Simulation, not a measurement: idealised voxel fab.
Process module in this document: voxel trench capacitor
This is section cut - it's 175 nm across, gridded in 5 nm square cells.
Cross-section spec: square-cell grid; bands listed top down; each band is one or more rows. Quick guide to a band line: top height, bottom height (nm) up front; then every material left to right with its width in nm. Only one material and it's marked "full width"? Then it fills the band edge to edge. And "blank" just means empty space. Height is counted from the level 0, under which the received wafer is composed throughout of one material. The lowest of the bands is not closed at the bottom but continues downward, in the notation "0 nm and below". Read "30->40" as a graded width: first number on top, second number at the bottom, same change between each pair of neighbouring rows. You'll sometimes find "all unchanged" written for a step, and that's the way of saying that nowhere in the cross-section did a cell change during that step. Enclosed voids (no open way to top), threshold 8 cells or more, entry "Closed void listing", notation width x height at distance, distance from left edge, nm. Text after the settings on a step's line: the simulator's own remark on that step. Regarding "overlay nm": on a step with a mask, it is the distance the mask lay to the right of its planned place; a negative value places it to the left.
Below is the list of planned process steps
1) RECEIVE: material Si
2) CONFORMAL_DEP: material SiN, thk nm 5
3) DIRECTIONAL_DEP: material aC, thk nm 15
4) PATTERN: tone open, mask id TRENCH, material resist, width nm 30, pitch nm 60, thk nm 35, overlay nm 0
5) DIRECTIONAL_ETCH: etch materials aC, depth nm 15
6) STRIP: etch materials resist
7) DIRECTIONAL_ETCH: etch materials SiN, depth nm 5
8) DIRECTIONAL_ETCH: etch materials Si, depth nm 40
9) STRIP: etch materials aC
10) CONFORMAL_DEP: material HfO2, thk nm 5
11) CONFORMAL_DEP: material TiN, thk nm 5
12) FILL_DEP: material W, thk nm 5
13) CMP: height nm 5
Cross-section of the incoming wafer, state after step 1
    0 nm and below | Si full width
    Closed void listing: none
Wafer at module end, in section. Began as above, planned as above, run with one mistake
    5 nm to 0 nm | SiN 40 nm, HfO2 5 nm, TiN 5 nm, W 10 nm, TiN 5 nm, HfO2 5 nm, SiN 30 nm, HfO2 5 nm, TiN 5 nm, W 10 nm, TiN 5 nm, HfO2 5 nm, SiN 45 nm
    0 nm to -70 nm | Si 40 nm, HfO2 5 nm, TiN 5 nm, W 10 nm, TiN 5 nm, HfO2 5 nm, Si 30 nm, HfO2 5 nm, TiN 5 nm, W 10 nm, TiN 5 nm, HfO2 5 nm, Si 45 nm
    -70 nm to -75 nm | Si 40 nm, HfO2 5 nm, TiN 20 nm, HfO2 5 nm, Si 30 nm, HfO2 5 nm, TiN 20 nm, HfO2 5 nm, Si 45 nm
    -75 nm to -80 nm | Si 40 nm, HfO2 30 nm, Si 30 nm, HfO2 30 nm, Si 45 nm
    -80 nm and below | Si full width
    Closed void listing: none
Processing error: step 8 from the plan got run twice
